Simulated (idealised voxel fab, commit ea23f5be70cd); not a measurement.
Process module, titled voxel gate over fins
It is cross-section cut that appears here, measuring 290 nm in width, its square cells being 5 nm in size.
Cross-section = grid of square cells, listed top down in bands; band = one or more rows.
Read a band's entry like this: the first values are the height of its top and the height of its bottom in nm, and what follows is the sequence of materials from left to right, each with its width in nm. Note that "empty" is empty space, and that a single material marked "throughout" reaches across the band from edge to edge.
Measure heights from 0. That's the level where, below it, the as-received wafer is all one material. The lowest band is bottomless and extends downward; write it as in "top 0, no bottom".
So if you see something like "30 to 40" for the width, read it as the top row of the band sitting at the first number and the bottom row at the second, with every row in between moving by the same amount as the last.
"nothing got changed" means the step left every cell of the cross-section as it was.
You'll see "Entrapped void list" listing empty spaces that have no way open to the top, as long as they're 8 cells or more; the notation is width x height at distance, where the distance is from the left edge, and all of it is in nm.
Past the settings on a step's line: simulator remark, on that step.
overlay nm: on a step with a mask, how far right of its planned place the mask lay; negative means left.
**Listed below are the process steps as planned**
1,RECEIVE with material Si
2,CONFORMAL_DEP with material SiN, thk nm 5
3,PATTERN with tone cover, mask id FINS, material resist, width nm 15, pitch nm 40, thk nm 15, overlay nm 0
4,DIRECTIONAL_ETCH with etch materials SiN, depth nm 5
5,DIRECTIONAL_ETCH with etch materials Si, depth nm 35
6,STRIP with etch materials resist
7,OXIDIZE with depth nm 5
8,FILL_DEP with material SiO2, thk nm 5
9,CMP with height nm 5
10,SELECTIVE_ETCH with etch materials SiO2, depth nm 20
11,STRIP with etch materials SiN
12,CONFORMAL_DEP with material HfO2, thk nm 5
13,CONFORMAL_DEP with material TiN, thk nm 5
14,FILL_DEP with material W, thk nm 15
15,CMP with height nm 20
16,CONFORMAL_DEP with material SiN, thk nm 10
**Cross-section of the wafer as it came to us, i.e., already through step 1**
  top 0, no bottom  Si throughout
  Entrapped void list: none
**Cross-section, end of module. Start: as above. Plan: as above. Execution: one mistake**
  top 30, bottom 20  SiN throughout
  top 20, bottom 10  W throughout
  top 10, bottom 5  80 nm TiN / 5 nm W / 35 nm TiN / 5 nm W / 35 nm TiN / 5 nm W / 35 nm TiN / 5 nm W / 85 nm TiN
  top 5, bottom 0  75 nm HfO2 / 5 nm TiN / 5 nm W / 5 nm TiN / 25 nm HfO2 / 5 nm TiN / 5 nm W / 5 nm TiN / 25 nm HfO2 / 5 nm TiN / 5 nm W / 5 nm TiN / 25 nm HfO2 / 5 nm TiN / 5 nm W / 5 nm TiN / 80 nm HfO2
  top 0, bottom -5  70 nm Si / 5 nm HfO2 / 5 nm TiN / 5 nm W / 5 nm TiN / 5 nm HfO2 / 15 nm Si / 5 nm HfO2 / 5 nm TiN / 5 nm W / 5 nm TiN / 5 nm HfO2 / 15 nm Si / 5 nm HfO2 / 5 nm TiN / 5 nm W / 5 nm TiN / 5 nm HfO2 / 15 nm Si / 5 nm HfO2 / 5 nm TiN / 5 nm W / 5 nm TiN / 5 nm HfO2 / 75 nm Si
  top -5, bottom -10  70 nm Si / 5 nm HfO2 / 15 nm TiN / 5 nm HfO2 / 15 nm Si / 5 nm HfO2 / 15 nm TiN / 5 nm HfO2 / 15 nm Si / 5 nm HfO2 / 15 nm TiN / 5 nm HfO2 / 15 nm Si / 5 nm HfO2 / 15 nm TiN / 5 nm HfO2 / 75 nm Si
  top -10, bottom -15  70 nm Si / 25 nm HfO2 / 15 nm Si / 25 nm HfO2 / 15 nm Si / 25 nm HfO2 / 15 nm Si / 25 nm HfO2 / 75 nm Si
  top -15, bottom -40  70 nm Si / 25 nm SiO2 / 15 nm Si / 25 nm SiO2 / 15 nm Si / 25 nm SiO2 / 15 nm Si / 25 nm SiO2 / 75 nm Si
  top -40, no bottom  Si throughout
  Entrapped void list: none
Processing error: it should be noted that step 3 was executed with settings other than those planned, the operation and settings actually applied being PATTERN with tone open, mask id FINS, material resist, width nm 15, pitch nm 40, thk nm 15, overlay nm 0
